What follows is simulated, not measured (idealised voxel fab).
Title: Process Module voxel air gaps
Cross-section cut spans 235 nm and uses square cells 5 nm in size.
Cross-section spec: square-cell grid; bands listed top down; each band is one or more rows. A band entry consists of two parts. The first gives the height of the band's top and the height of its bottom, in nm. The rest lists the band's materials from left to right, each with its width in nm. A single material labelled with the word "all across" fills the band from edge to edge, and the word "empty" marks empty space. Ref level 0: as-received wafer is one material below here. Bottom band extends down with no lower bound ("z 0 and below"). Quick explanation for "30->40": the width changes in equal steps down the rows of cells, from the first number in the band's top row to the second number in its bottom row. The cross-section has no changed cell in any step marked "remained unchanged". Closed empty spaces (no open way to the top) of 8 cells or more are what "Fully sealed voids" lists, each as width x height at distance from the left edge, nm for all three. Past the settings on a step's line: simulator remark, on that step. overlay nm: mask right of planned place by this much (step with mask). Neg. = left.

### Below is the list of planned process steps
- 1: RECEIVE | material Si
- 2: CONFORMAL_DEP | material SiO2 | thk nm 15
- 3: CONFORMAL_DEP | material SiN | thk nm 5
- 4: DIRECTIONAL_DEP | material lowk | thk nm 35
- 5: DIRECTIONAL_DEP | material aC | thk nm 15
- 6: PATTERN | tone open | mask id LINES | material resist | width nm 25 | pitch nm 50 | thk nm 30 | overlay nm 0
- 7: DIRECTIONAL_ETCH | etch materials aC | depth nm 15
- 8: STRIP | etch materials resist
- 9: DIRECTIONAL_ETCH | etch materials lowk | depth nm 35
- 10: STRIP | etch materials aC
- 11: CONFORMAL_DEP | material TiN | thk nm 5
- 12: FILL_DEP | material Cu | thk nm 10
- 13: CMP | height nm 55
- 14: EPI | material Ru | thk nm 10
- 15: SELECTIVE_ETCH | etch materials lowk | depth nm 45
- 16: CONFORMAL_DEP | material SiCN | thk nm 5

### Here's what the wafer looked like in cross-section when it arrived - that's after step 1
  z 0 and below = Si all across
  Fully sealed voids: none

### First of two wafers: cross-section at end of module, run per plan
  z 70 to 65 = empty: 40, SiCN: 155, empty: 40
  z 65 to 55 = empty: 40, SiCN: 5, Ru: 45, SiCN: 5, Ru: 45, SiCN: 5, Ru: 45, SiCN: 5, empty: 40
  z 55 to 50 = empty: 40, SiCN: 15, TiN: 5, Cu: 15, TiN: 5, SiCN: 25, TiN: 5, Cu: 15, TiN: 5, SiCN: 25, TiN: 5, Cu: 15, TiN: 5, SiCN: 15, empty: 40
  z 50 to 25 = empty: 50, SiCN: 5, TiN: 5, Cu: 15, TiN: 5, SiCN: 5, empty: 15, SiCN: 5, TiN: 5, Cu: 15, TiN: 5, SiCN: 5, empty: 15, SiCN: 5, TiN: 5, Cu: 15, TiN: 5, SiCN: 5, empty: 50
  z 25 to 20 = SiCN: 55, TiN: 25, SiCN: 25, TiN: 25, SiCN: 25, TiN: 25, SiCN: 55
  z 20 to 15 = SiN all across
  z 15 to 0 = SiO2 all across
  z 0 and below = Si all across
  Fully sealed voids: 15 x 25 at 85; 15 x 25 at 135

### So this is wafer number two of the two, cut at the end of the module - it started where the first did and had the same plan, we just got one thing wrong running it
  z 70 to 65 = empty: 35, SiCN: 165, empty: 35
  z 65 to 55 = empty: 35, SiCN: 5, Ru: 155, SiCN: 5, empty: 35
  z 55 to 50 = empty: 35, SiCN: 15, TiN: 5, Cu: 25, TiN: 5, lowk: 15, TiN: 5, Cu: 25, TiN: 5, lowk: 15, TiN: 5, Cu: 25, TiN: 5, SiCN: 15, empty: 35
  z 50 to 25 = empty: 45, SiCN: 5, TiN: 5, Cu: 25, TiN: 5, lowk: 15, TiN: 5, Cu: 25, TiN: 5, lowk: 15, TiN: 5, Cu: 25, TiN: 5, SiCN: 5, empty: 45
  z 25 to 20 = SiCN: 50, TiN: 35, lowk: 15, TiN: 35, lowk: 15, TiN: 35, SiCN: 50
  z 20 to 15 = SiN all across
  z 15 to 0 = SiO2 all across
  z 0 and below = Si all across
  Fully sealed voids: none
Deviation from plan: heads up, step 6 didn't go per plan, it actually ran as PATTERN | tone open | mask id LINES | material resist | width nm 35 | pitch nm 50 | thk nm 30 | overlay nm 0
End check, counted in cells, second wafer has more or fewer of these materials than the first: Cu: 36 more, Ru: 8 more, SiCN: 44 fewer, TiN: 6 more, lowk: 42 more
On completion, 0 closed voids are found in the second wafer, whereas the first wafer has 2.
